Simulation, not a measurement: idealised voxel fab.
Module name: voxel local oxidation (process module)
This is section cut - it's 270 nm across, gridded in 5 nm square cells.
Cross-section, as written here: a square-cell grid given band by band from the top down, where a band holds one or more rows of cells. Basically the band line says how high the top is and how high the bottom is, in nm, and then what's in it from left to right, every material with its width in nm. Empty space shows up as "air", and if a single material carries "full width" it runs the full band edge to edge. A quick word on heights: they are counted from 0, and under that level the wafer as it came to us is one material throughout. The lowest band is different from the rest in having no bottom; it simply continues downward, written as in "0 -> down". The two numbers in a width such as "30 to 40" mark its ends across the band: the first belongs to the top row of cells, the second to the bottom row, and from each row to the next the width moves by the same amount. "no change occurred" (step): cross-section cells unchanged, all of them. Closed empty spaces (no open way to the top) of 8 cells or more are what "Closed void register" lists, each as width x height at distance from the left edge, nm for all three. That trailing text on a step's line, after the settings, is the simulator's own remark on the step. When a step includes a mask, the "overlay nm" setting on its line states how far to the right of its planned place that mask lay, and negative values state how far to the left.

**The planned process steps are enumerated hereunder**
step 1: RECEIVE (material Si)
step 2: OXIDIZE (depth nm 5)
step 3: CONFORMAL_DEP (material SiN; thk nm 10)
step 4: MASKED_ETCH (tone cover; mask id ACTIVE; width nm 100; etch materials SiN; depth nm 10; overlay nm 0)
step 5: SELECTIVE_ETCH (etch materials SiO2; depth nm 5)
step 6: OXIDIZE (depth nm 15)
step 7: STRIP (etch materials SiN)

**first wafer, as planned**

**Cross-section of the incoming wafer, state after step 1**
- 0 -> down  Si full width
- Closed void register: none

**Sectional view: wafer, after step 2**
- 0 -> -5  SiO2 full width
- Unchanged below -5.

**Sectional view: wafer, after step 3**
- 10 -> 0  SiN full width
- Unchanged below 0.

**Sectional view: wafer, after step 4**
- 10 -> 0  air=85, then SiN=100, then air=85
- Unchanged below 0.

**Sectional view: wafer, after step 5**
- 10 -> 0  air=85, then SiN=100, then air=85
- 0 -> -5  air=90, then SiO2=90, then air=90
- Unchanged below -5.

**Sectional view: wafer, after step 6**
- 10 -> 0  air=85, then SiN=100, then air=85
- 0 -> -5  air=90, then SiO2=90, then air=90
- -5 -> -20  SiO2=105, then Si=60, then SiO2=105
- Unchanged below -20.

**Sectional view: wafer, after step 7**
- 0 -> -5  air=90, then SiO2=90, then air=90
- Unchanged below -5.

**Second of two: same start, same plan, one run error; steps up to and including 6 match the first**

**Cross-section of the second wafer when, according to plan, step 7 should have finished**
- -5 -> -20  air=105, then Si=60, then air=105
- Unchanged below -20.
Plan not followed: step 7 went in with a setting other than planned; the actual run was STRIP (etch materials SiO2)
Wafer comparison, final, in cells, second relative to first, materials more or fewer: -144 SiO2
